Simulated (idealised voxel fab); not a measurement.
The following is a process module called voxel transistor to metal.
Square cell edge 5 nm, section width 215 nm, ID cut.
We lay out every cross-section as a grid of square cells and spell it out in bands from the top down, where one band means one or more rows of cells.
Band: top height; bottom height; in nm. Then, left to right: material with width in nm, for each material. "throughout": a single material spanning edge to edge. "empty": empty space.
Beneath 0, the wafer as received is one material, and that level is where height counting begins. The lowest band goes on downward without a bottom; it is written like "from 0 down".
It should be noted that a width expressed as "30..40" varies in equal increments from row to row of cells within the band, taking the value of the first number at the top row and that of the second number at the bottom row.
"nothing altered" means the step left every cell of the cross-section as it was.
"Enclosed void entries" means: voids of 8 cells or more that are shut off from the top with no open way through. Written width x height at distance, distance from the left edge, in nm.
Where a step's line continues beyond its settings, the continuation is a remark by the simulator itself on that step.
overlay nm: step with mask; distance mask lay right of planned place; negative value = left of planned place.

# Listed below are the process steps as planned
1. RECEIVE: material Si
2. OXIDIZE: depth nm 5
3. CONFORMAL_DEP: material SiN, thk nm 10
4. DIRECTIONAL_DEP: material aC, thk nm 15
5. PATTERN: tone cover, mask id ACTIVE, material resist, width nm 115, thk nm 35, overlay nm 0
6. DIRECTIONAL_ETCH: etch materials aC, depth nm 15
7. STRIP: etch materials resist
8. DIRECTIONAL_ETCH: etch materials SiN, depth nm 10
9. DIRECTIONAL_ETCH: etch materials SiO2, depth nm 5
10. DIRECTIONAL_ETCH: etch materials Si, depth nm 25
11. STRIP: etch materials aC
12. FILL_DEP: material SiO2, thk nm 15
13. CMP: height nm 10
14. SELECTIVE_ETCH: etch materials SiO2, depth nm 5
15. STRIP: etch materials SiN
16. SELECTIVE_ETCH: etch materials SiO2, depth nm 5
17. OXIDIZE: depth nm 5
18. DIRECTIONAL_DEP: material polySi, thk nm 20
19. DIRECTIONAL_DEP: material SiCN, thk nm 15
20. MASKED_ETCH: tone cover, mask id GATE, width nm 25, etch materials SiCN, depth nm 25, overlay nm 0
21. MASKED_ETCH: tone cover, mask id GATE, width nm 25, etch materials polySi, depth nm 30, overlay nm 0
22. CONFORMAL_DEP: material SiO2, thk nm 5
23. DIRECTIONAL_ETCH: etch materials SiO2, depth nm 5
24. CONFORMAL_DEP: material SiN, thk nm 5
25. DIRECTIONAL_ETCH: etch materials SiN, depth nm 5
26. DIRECTIONAL_ETCH: etch materials SiO2, depth nm 5
27. DIRECTIONAL_ETCH: etch materials Si, depth nm 15
28. EPI: material nSi, thk nm 15
29. FILL_DEP: material SiO2, thk nm 5
30. CMP: height nm 30
31. DIRECTIONAL_DEP: material SiO2, thk nm 15
32. PATTERN: tone open, mask id CONTACT, material resist, width nm 20, pitch nm 75, thk nm 15, overlay nm 0
33. DIRECTIONAL_ETCH: etch materials SiO2, depth nm 40
34. STRIP: etch materials resist
35. CONFORMAL_DEP: material TiN, thk nm 5
36. FILL_DEP: material Ru, thk nm 10
37. CMP: height nm 45
38. DIRECTIONAL_DEP: material TiN, thk nm 5
39. DIRECTIONAL_DEP: material Ru, thk nm 15
40. DIRECTIONAL_DEP: material aC, thk nm 10
41. PATTERN: tone cover, mask id METAL_1, material resist, width nm 20, pitch nm 75, thk nm 25, overlay nm 0
42. DIRECTIONAL_ETCH: etch materials aC, depth nm 10
43. STRIP: etch materials resist
44. DIRECTIONAL_ETCH: etch materials Ru, depth nm 15
45. DIRECTIONAL_ETCH: etch materials TiN, depth nm 5
46. STRIP: etch materials aC
47. FILL_DEP: material lowk, thk nm 10
48. CMP: height nm 65
49. CONFORMAL_DEP: material SiN, thk nm 5

# Cross-section of the wafer as it came to us, i.e., already through step 1
> from 0 down: Si throughout
> Enclosed void entries: none

# Figure: cross-sectional view of the wafer upon completion of the module, processed from the initial state and according to the plan depicted above, with one error introduced during execution
> from 70 to 65: SiN throughout
> from 65 to 50: lowk 60, Ru 20, lowk 55, Ru 20, lowk 60
> from 50 to 45: lowk 60, TiN 20, lowk 55, TiN 20, lowk 60
> from 45 to 30: SiO2 60, TiN 5, Ru 10, TiN 5, SiO2 55, TiN 5, Ru 10, TiN 5, SiO2 60
> from 30 to 15: SiO2 60, TiN 5, Ru 10, TiN 5, SiN 5, SiO2 5, SiCN 25, SiO2 5, SiN 5, SiO2 10, TiN 5, Ru 10, TiN 5, SiO2 60
> from 15 to 10: SiO2 60, TiN 5, Ru 10, TiN 5, SiN 5, SiO2 5, polySi 30, SiO2 5, SiN 5, SiO2 5, TiN 5, Ru 10, TiN 5, SiO2 60
> from 10 to 5: SiO2 60, TiN 20, SiN 5, SiO2 5, polySi 30, SiO2 5, SiN 5, SiO2 5, TiN 20, SiO2 60
> from 5 to 0: SiO2 50, nSi 30, SiN 5, SiO2 5, polySi 30, SiO2 5, SiN 5, nSi 35, SiO2 50
> from 0 to -5: SiO2 50, SiN 5, nSi 25, SiN 5, SiO2 5, polySi 30, SiO2 5, SiN 5, nSi 30, SiN 5, SiO2 50
> from -5 to -10: SiO2 55, nSi 25, SiO2 50, nSi 30, SiO2 55
> from -10 to -25: SiO2 50, Si 5, nSi 25, Si 50, nSi 30, Si 5, SiO2 50
> from -25 to -30: SiO2 50, Si 115, SiO2 50
> from -30 down: Si throughout
> Enclosed void entries: none
Against the plan, the run slipped here: off-plan run, step 20, actual operation and settings MASKED_ETCH: tone cover, mask id GATE, width nm 25, etch materials SiCN, depth nm 25, overlay nm -5
